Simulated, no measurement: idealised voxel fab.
This section sets out a process module, namely voxel self aligned vias.
We display cut, a cross-section 265 nm in width whose square cells are each 5 nm.
A cross-section is written here as square cells arranged in a grid, and it is given in bands from the top down, each band taking up one or more rows of cells. For a band, the entry starts with two heights in nm, that of the top and then that of the bottom, and carries on with the band's materials in order from left to right, each alongside its width in nm; the word "all across" beside a single material means it fills the band edge to edge, and "air" means empty space. Heights are measured from 0, the level below which the as-received wafer is all one material; the lowest band has no bottom and continues downward, written as in "from 0 down". Read "30->40" as a graded width: first number on top, second number at the bottom, same change between each pair of neighbouring rows. "no alterations made", as given for a step, is the statement that not any cell of the cross-section underwent a change during that step. For the entry "Enclosed void listing", the listed items are empty spaces with no open way to the top whose size is 8 cells or more; each item follows the pattern width x height at distance, where distance is from the left edge and all three are in nm. It should be noted that, on the line of a given step, the content following the step's settings is a remark produced by the simulator itself with respect to that step. overlay nm: on a step with a mask, how far right of its planned place the mask lay; negative means left.

[The process steps that were planned are listed below]
1. op RECEIVE | material Si
2. op CONFORMAL_DEP | material SiO2 | thk nm 15
3. op CONFORMAL_DEP | material SiCN | thk nm 5
4. op DIRECTIONAL_DEP | material lowk | thk nm 25
5. op DIRECTIONAL_DEP | material aC | thk nm 10
6. op PATTERN | tone open | mask id LINES | material resist | width nm 30 | pitch nm 80 | thk nm 30 | overlay nm 0
7. op DIRECTIONAL_ETCH | etch materials aC | depth nm 10
8. op STRIP | etch materials resist
9. op DIRECTIONAL_ETCH | etch materials lowk | depth nm 25
10. op STRIP | etch materials aC
11. op CONFORMAL_DEP | material TiN | thk nm 5
12. op FILL_DEP | material Ru | thk nm 10
13. op CMP | height nm 45
14. op SELECTIVE_ETCH | etch materials W Ru TiN | depth nm 10
15. op FILL_DEP | material SiN | thk nm 5
16. op CMP | height nm 45
17. op DIRECTIONAL_DEP | material lowk | thk nm 15
18. op DIRECTIONAL_DEP | material aC | thk nm 10
19. op PATTERN | tone open | mask id VIAS | material resist | width nm 50 | pitch nm 160 | thk nm 30 | overlay nm 0
20. op DIRECTIONAL_ETCH | etch materials aC | depth nm 10
21. op STRIP | etch materials resist
22. op DIRECTIONAL_ETCH | etch materials lowk | depth nm 15
23. op DIRECTIONAL_ETCH | etch materials SiN | depth nm 10
24. op STRIP | etch materials aC
25. op CONFORMAL_DEP | material TiN | thk nm 5
26. op FILL_DEP | material Cu | thk nm 10
27. op CMP | height nm 60
28. op CONFORMAL_DEP | material SiCN | thk nm 5

[As-received wafer cross-section (after step 1)]
* from 0 down  Si all across
* Enclosed void listing: none

[The plan above was carried out on the starting structure above with one mistake, and this cross-section shows the wafer at the end of the module]
* from 65 to 60  SiCN all across
* from 60 to 50  25 lowk  5 TiN  40 Cu  5 TiN  110 lowk  5 TiN  40 Cu  5 TiN  30 lowk
* from 50 to 45  25 lowk  5 TiN  20 Cu  25 TiN  110 lowk  5 TiN  20 Cu  25 TiN  30 lowk
* from 45 to 40  25 lowk  5 TiN  20 Cu  5 TiN  50 lowk  30 SiN  50 lowk  5 TiN  20 Cu  5 TiN  50 lowk
* from 40 to 35  25 lowk  30 TiN  50 lowk  30 SiN  50 lowk  30 TiN  50 lowk
* from 35 to 25  25 lowk  5 TiN  20 Ru  5 TiN  50 lowk  5 TiN  20 Ru  5 TiN  50 lowk  5 TiN  20 Ru  5 TiN  50 lowk
* from 25 to 20  25 lowk  30 TiN  50 lowk  30 TiN  50 lowk  30 TiN  50 lowk
* from 20 to 15  SiCN all across
* from 15 to 0  SiO2 all across
* from 0 down  Si all across
* Enclosed void listing: none
What went wrong in running the wafer? for step 6, the planned setting was not used; the step was instead run as op PATTERN | tone open | mask id LINES | material resist | width nm 30 | pitch nm 80 | thk nm 30 | overlay nm -10
